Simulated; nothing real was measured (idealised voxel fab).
This is a process module. Its name is voxel lift off.
Shown is cross-section cut, with a width of 215 nm and square cells of size 5 nm.
Notation: cross-section as square-cell grid; stated in bands, top first, going down; one or more cell rows per band.
Per band: top height and bottom height in nm, followed by the left-to-right materials and their widths in nm; "edge to edge" marks a single material spanning edge to edge, "empty" marks empty space.
A quick word on heights: they are counted from 0, and under that level the wafer as it came to us is one material throughout. The lowest band is different from the rest in having no bottom; it simply continues downward, written as in "0 -> down".
Note: "30->40" means the width goes from the first number (top row of the band) to the second number (bottom row) in equal steps per row of cells.
"same as before" -> step changed no cross-section cell.
So "Closed empty spaces" is basically the list of trapped voids: any empty space of 8 cells or more that can't reach the top through an opening. They're written width x height at distance, the distance being from the left edge, and it's all nm.
What comes after the settings on a step's line is commentary from the simulator itself on that step.
overlay nm: how far to the right of its planned place the mask lay on this masked step (negative: to the left).
# The process steps that were planned are listed below
1. RECEIVE with material Si
2. CONFORMAL_DEP with material Al2O3, thk nm 10
3. PATTERN with tone open, mask id LINES, material resist, width nm 15, pitch nm 45, thk nm 25, overlay nm 0
4. DIRECTIONAL_DEP with material Ru, thk nm 15
5. STRIP with etch materials resist
6. CONFORMAL_DEP with material SiCN, thk nm 5
Every wafer here starts from the same state; it is the step 3 width nm that distinguishes them, and the value the plan gives belongs to the first wafer.
# Cross-sectional view of the first of several wafers in the as-received condition, corresponding to the state following step 1
> 0 -> down | Si edge to edge
> Closed empty spaces: none
# Take a look at the first of several wafers in cross-section: the module is done, and step 6 was its last step
> 30 -> 25 | 25 empty / 25 SiCN / 20 empty / 25 SiCN / 20 empty / 25 SiCN / 20 empty / 25 SiCN / 30 empty
> 25 -> 15 | 25 empty / 5 SiCN / 15 Ru / 5 SiCN / 20 empty / 5 SiCN / 15 Ru / 5 SiCN / 20 empty / 5 SiCN / 15 Ru / 5 SiCN / 20 empty / 5 SiCN / 15 Ru / 5 SiCN / 30 empty
> 15 -> 10 | 30 SiCN / 15 Ru / 30 SiCN / 15 Ru / 30 SiCN / 15 Ru / 30 SiCN / 15 Ru / 35 SiCN
> 10 -> 0 | Al2O3 edge to edge
> 0 -> down | Si edge to edge
> Closed empty spaces: none
# At the end of the module, the last of several wafers in cross-section
> 30 -> 25 | 20 empty / 40 SiCN / 5 empty / 40 SiCN / 5 empty / 40 SiCN / 5 empty / 40 SiCN / 20 empty
> 25 -> 15 | 20 empty / 5 SiCN / 30 Ru / 5 SiCN / 5 empty / 5 SiCN / 30 Ru / 5 SiCN / 5 empty / 5 SiCN / 30 Ru / 5 SiCN / 5 empty / 5 SiCN / 30 Ru / 5 SiCN / 20 empty
> 15 -> 10 | 25 SiCN / 30 Ru / 15 SiCN / 30 Ru / 15 SiCN / 30 Ru / 15 SiCN / 30 Ru / 25 SiCN
> 10 -> 0 | Al2O3 edge to edge
> 0 -> down | Si edge to edge
> Closed empty spaces: none
# Below, a row for every wafer. Read it as the end-of-module picture: for each material the wafer shows its cells gained (+) or lost (-) since it was received, and then its closed voids
width nm 15 | +86 Al2O3 | +36 Ru | +67 SiCN | Closed empty spaces: none
width nm 20 | +86 Al2O3 | +48 Ru | +67 SiCN | Closed empty spaces: none
width nm 25 | +86 Al2O3 | +60 Ru | +67 SiCN | Closed empty spaces: none
width nm 30 | +86 Al2O3 | +72 Ru | +67 SiCN | Closed empty spaces: none
